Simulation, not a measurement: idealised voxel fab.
The name of this process module is voxel local oxidation.
In the cross-section labelled cut, the width is 300 nm and each square cell is 5 nm.
A cross-section is written here as square cells arranged in a grid, and it is given in bands from the top down, each band taking up one or more rows of cells.
Heads up on the band format: heights come first, top then bottom, in nm. After that it's the materials left to right, each with its width in nm. A single material flagged "throughout" fills the whole band edge to edge, and "air" means there's empty space there.
Heads up on the height convention: 0 is the point under which the incoming wafer is all one material, and the lowest band has no bottom, it just keeps going down, like "0 and below".
Width spec "30..40" -> top row of cells at first value, bottom row at second value, equal per-row change in between.
What does "everything unchanged" mean for a step? It means no cell of the cross-section changed in that step.
For the entry "Enclosed void list", the listed items are empty spaces with no open way to the top whose size is 8 cells or more; each item follows the pattern width x height at distance, where distance is from the left edge and all three are in nm.
Heads up: the bit after the settings on a step's line is the simulator's remark on that step.
overlay nm, on a step with a mask: how far to the right of its planned place the mask lay; to the left if negative

**Process steps (planned)**
1) RECEIVE, material Si
2) CONFORMAL_DEP, material SiO2, thk nm 5
3) CONFORMAL_DEP, material SiN, thk nm 15
4) PATTERN, tone cover, mask id ACTIVE, material resist, width nm 100, thk nm 15, overlay nm 0
5) DIRECTIONAL_ETCH, etch materials SiN, depth nm 15
6) STRIP, etch materials resist
7) SELECTIVE_ETCH, etch materials SiO2, depth nm 5
8) OXIDIZE, depth nm 10
9) STRIP, etch materials SiN
Split variable: thk nm, step 2. Plan value = first wafer. Wafers start alike.

**Cut through the first of several wafers as received, post step 1**
0 and below: Si throughout
Enclosed void list: none

**Below is a per-wafer table. In it, each row describes the wafer at the end of the module by giving, for each material, the number of cells gained (+) or lost (-) since the wafer was received, and after that the closed voids of the wafer**
thk nm 5; -92 Si; +110 SiO2; Enclosed void list: none
thk nm 10; +78 SiO2; Enclosed void list: none
thk nm 15; +138 SiO2; Enclosed void list: none
thk nm 20; +198 SiO2; Enclosed void list: none
